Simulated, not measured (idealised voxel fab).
Process module under the name voxel released beams
Cross-section cut spans 260 nm and uses square cells 5 nm in size.
A cross-section is written here as square cells arranged in a grid, and it is given in bands from the top down, each band taking up one or more rows of cells.
Look at the band entry: it leads with the top's height and the bottom's height in nm. Then it lists the materials left to right, with a width in nm for each. The word "full width" on a single material says that material fills the band edge to edge. The word "blank" is empty space.
Convention: height 0 is the level below which the wafer, as received, is all one material. The lowest band does not terminate at the bottom but continues downward, represented as "top 0, no bottom".
You'd read "30 to 40" like this: the band's top row of cells is as wide as the first number, its bottom row is as wide as the second, and going down, every row changes width by the same amount as the row before did.
Given "nothing altered" for a step, no cell of the cross-section differs between before and after that step.
"Listed closed voids" lists enclosed empty spaces (at least 8 cells, no open path upward to the top), each as width x height at distance from the left edge, in nm.
Post-settings text on a step line: simulator's own remark regarding the step.
overlay nm: mask right of planned place by this much (step with mask). Neg. = left.

Intended process steps:
- 1: RECEIVE, material Si
- 2: CONFORMAL_DEP, material Al2O3, thk nm 5
- 3: DIRECTIONAL_DEP, material SiO2, thk nm 15
- 4: DIRECTIONAL_DEP, material aC, thk nm 10
- 5: PATTERN, tone open, mask id ANCHOR, material resist, width nm 45, thk nm 30, overlay nm 0
- 6: DIRECTIONAL_ETCH, etch materials aC, depth nm 10
- 7: STRIP, etch materials resist
- 8: DIRECTIONAL_ETCH, etch materials SiO2, depth nm 15
- 9: STRIP, etch materials aC
- 10: CONFORMAL_DEP, material SiN, thk nm 15
- 11: DIRECTIONAL_DEP, material aC, thk nm 10
- 12: PATTERN, tone cover, mask id BEAM, material resist, width nm 120, thk nm 30, overlay nm 0
- 13: DIRECTIONAL_ETCH, etch materials aC, depth nm 10
- 14: STRIP, etch materials resist
- 15: DIRECTIONAL_ETCH, etch materials SiN, depth nm 15
- 16: STRIP, etch materials aC
- 17: STRIP, etch materials SiO2

Below: the first of two wafers, run as planned:

Incoming wafer, cross-sectional view, post step 1:
* top 0, no bottom  Si full width
* Listed closed voids: none

Step 2 done - wafer cross-section:
* top 5, bottom 0  Al2O3 full width
* Lower than 0, everything is as it was.

Step 3 done - wafer cross-section:
* top 20, bottom 5  SiO2 full width
* Lower than 5, everything is as it was.

Step 4 done - wafer cross-section:
* top 30, bottom 20  aC full width
* Lower than 20, everything is as it was.

Step 5 done - wafer cross-section:
* top 60, bottom 30  resist 70 nm, then blank 45 nm, then resist 145 nm
* Lower than 30, everything is as it was.

Step 6 done - wafer cross-section:
* top 50, bottom 30  resist 70 nm, then blank 45 nm, then resist 145 nm
* top 30, bottom 20  aC 70 nm, then blank 45 nm, then aC 145 nm
* Lower than 20, everything is as it was.

Step 7 done - wafer cross-section:
* top 30, bottom 20  aC 70 nm, then blank 45 nm, then aC 145 nm
* Lower than 20, everything is as it was.

Step 8 done - wafer cross-section:
* top 30, bottom 20  aC 70 nm, then blank 45 nm, then aC 145 nm
* top 20, bottom 5  SiO2 70 nm, then blank 45 nm, then SiO2 145 nm
* Lower than 5, everything is as it was.

Step 9 done - wafer cross-section:
* top 20, bottom 5  SiO2 70 nm, then blank 45 nm, then SiO2 145 nm
* Lower than 5, everything is as it was.

Step 10 done - wafer cross-section:
* top 35, bottom 20  SiN 85 nm, then blank 15 nm, then SiN 160 nm
* top 20, bottom 5  SiO2 70 nm, then SiN 45 nm, then SiO2 145 nm
* Lower than 5, everything is as it was.

Step 11 done - wafer cross-section:
* top 45, bottom 35  aC 85 nm, then blank 15 nm, then aC 160 nm
* top 35, bottom 30  SiN 85 nm, then blank 15 nm, then SiN 160 nm
* top 30, bottom 20  SiN 85 nm, then aC 15 nm, then SiN 160 nm
* Lower than 20, everything is as it was.

Step 12 done - wafer cross-section:
* top 75, bottom 45  blank 65 nm, then resist 120 nm, then blank 75 nm
* top 45, bottom 35  aC 85 nm, then resist 15 nm, then aC 160 nm
* top 35, bottom 30  SiN 85 nm, then resist 15 nm, then SiN 160 nm
* Lower than 30, everything is as it was.

Step 13 done - wafer cross-section:
* top 65, bottom 45  blank 65 nm, then resist 120 nm, then blank 75 nm
* top 45, bottom 35  blank 65 nm, then aC 20 nm, then resist 15 nm, then aC 85 nm, then blank 75 nm
* Lower than 35, everything is as it was.

Step 14 done - wafer cross-section:
* top 45, bottom 35  blank 65 nm, then aC 20 nm, then blank 15 nm, then aC 85 nm, then blank 75 nm
* top 35, bottom 30  SiN 85 nm, then blank 15 nm, then SiN 160 nm
* Lower than 30, everything is as it was.

Step 15 done - wafer cross-section:
* top 45, bottom 35  blank 65 nm, then aC 20 nm, then blank 15 nm, then aC 85 nm, then blank 75 nm
* top 35, bottom 30  blank 65 nm, then SiN 20 nm, then blank 15 nm, then SiN 85 nm, then blank 75 nm
* top 30, bottom 20  blank 65 nm, then SiN 20 nm, then aC 15 nm, then SiN 85 nm, then blank 75 nm
* Lower than 20, everything is as it was.

Step 16 done - wafer cross-section:
* top 35, bottom 20  blank 65 nm, then SiN 20 nm, then blank 15 nm, then SiN 85 nm, then blank 75 nm
* Lower than 20, everything is as it was.

Step 17 done - wafer cross-section:
* top 35, bottom 20  blank 65 nm, then SiN 20 nm, then blank 15 nm, then SiN 85 nm, then blank 75 nm
* top 20, bottom 5  blank 70 nm, then SiN 45 nm, then blank 145 nm
* Lower than 5, everything is as it was.

Now the other wafer: same start, same recipe, but we messed up one thing when running it. Up to and including step 1 it's the same as the first one:

Second wafer: cross-section at the scheduled end of step 2:
* top 15, bottom 0  SiO2 full width
* Lower than 0, everything is as it was.

Second wafer: cross-section at the scheduled end of step 3:
* top 20, bottom 15  Al2O3 full width
* Lower than 15, everything is as it was.

Second wafer: cross-section at the scheduled end of step 4:
* top 30, bottom 20  aC full width
* Lower than 20, everything is as it was.

Second wafer: cross-section at the scheduled end of step 5:
* top 60, bottom 30  resist 70 nm, then blank 45 nm, then resist 145 nm
* Lower than 30, everything is as it was.

Second wafer: cross-section at the scheduled end of step 6:
* top 50, bottom 30  resist 70 nm, then blank 45 nm, then resist 145 nm
* top 30, bottom 20  aC 70 nm, then blank 45 nm, then aC 145 nm
* Lower than 20, everything is as it was.

Second wafer: cross-section at the scheduled end of step 7:
* top 30, bottom 20  aC 70 nm, then blank 45 nm, then aC 145 nm
* Lower than 20, everything is as it was.

Second wafer: cross-section at the scheduled end of step 8: nothing altered

Second wafer: cross-section at the scheduled end of step 9:
* top 20, bottom 15  Al2O3 full width
* Lower than 15, everything is as it was.

Second wafer: cross-section at the scheduled end of step 10:
* top 35, bottom 20  SiN full width
* Lower than 20, everything is as it was.

Second wafer: cross-section at the scheduled end of step 11:
* top 45, bottom 35  aC full width
* Lower than 35, everything is as it was.

Second wafer: cross-section at the scheduled end of step 12:
* top 75, bottom 45  blank 65 nm, then resist 120 nm, then blank 75 nm
* Lower than 45, everything is as it was.

Second wafer: cross-section at the scheduled end of step 13:
* top 65, bottom 45  blank 65 nm, then resist 120 nm, then blank 75 nm
* top 45, bottom 35  blank 65 nm, then aC 120 nm, then blank 75 nm
* Lower than 35, everything is as it was.

Second wafer: cross-section at the scheduled end of step 14:
* top 45, bottom 35  blank 65 nm, then aC 120 nm, then blank 75 nm
* Lower than 35, everything is as it was.

Second wafer: cross-section at the scheduled end of step 15:
* top 45, bottom 35  blank 65 nm, then aC 120 nm, then blank 75 nm
* top 35, bottom 20  blank 65 nm, then SiN 120 nm, then blank 75 nm
* Lower than 20, everything is as it was.

Second wafer: cross-section at the scheduled end of step 16:
* top 35, bottom 20  blank 65 nm, then SiN 120 nm, then blank 75 nm
* Lower than 20, everything is as it was.

Second wafer: cross-section at the scheduled end of step 17: nothing altered
Misprocessing identified: plan vs actual: 2 and 3 interchanged
Wrapping up, a cell-based count of both wafers puts the second over or under the first for these materials: 18 fewer of SiN, 156 more of SiO2
